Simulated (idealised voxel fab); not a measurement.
process module | voxel released beams
cross-section cut | 210 nm wide | cells 5 nm
A cross-section is a grid of square cells, given in bands from the top down. A band is one or more rows of cells.
Each band's line starts with the height of the band's top and of its bottom, in nm. Then come its materials from left to right, each with its width in nm. One material with "throughout" fills the band from edge to edge. "air" is empty space.
Height 0 is the level under which the wafer as received is all one material. The lowest band goes on downwards, as in "0 down".
A width such as "30 to 40" changes by the same amount from each row of cells to the next, from the band's top row to its bottom row.
"no change" after a step means that no cell of the cross-section changed.
closed voids: empty space of 8 cells or more with no open way to the top, each as width x height at its distance from the left edge, in nm
after a step's settings: what the simulator itself notes on the step
overlay nm, on a step with a mask: how far to the right of its planned place the mask lay; to the left if negative
plan
1 op RECEIVE | material Si
2 op CONFORMAL_DEP | material SiN | thk nm 5
3 op DIRECTIONAL_DEP | material SiO2 | thk nm 10
4 op DIRECTIONAL_DEP | material aC | thk nm 15
5 op PATTERN | tone open | mask id ANCHOR | material resist | width nm 35 | thk nm 35 | overlay nm 0
6 op DIRECTIONAL_ETCH | etch materials aC | depth nm 15
7 op STRIP | etch materials resist
8 op DIRECTIONAL_ETCH | etch materials SiO2 | depth nm 10
9 op STRIP | etch materials aC
10 op CONFORMAL_DEP | material W | thk nm 15
11 op DIRECTIONAL_DEP | material aC | thk nm 15
12 op PATTERN | tone cover | mask id BEAM | material resist | width nm 120 | thk nm 30 | overlay nm 0
13 op DIRECTIONAL_ETCH | etch materials aC | depth nm 15
14 op STRIP | etch materials resist
15 op DIRECTIONAL_ETCH | etch materials W | depth nm 15
16 op STRIP | etch materials aC
17 op STRIP | etch materials SiO2
as received, after step 1
  0 down: Si throughout
  closed voids: none
a wafer at the end: this start, this plan, one mistake
  30 to 20: air 40 | W 55 | air 115
  20 to 15: air 40 | W 120 | air 50
  15 to 5: air 30 | W 15 | SiO2 35 | W 80 | air 50
  5 to 0: SiN throughout
  0 down: Si throughout
  closed voids: none
what went wrong: step 5 ran as: op PATTERN | tone cover | mask id ANCHOR | material resist | width nm 35 | thk nm 35 | overlay nm 0
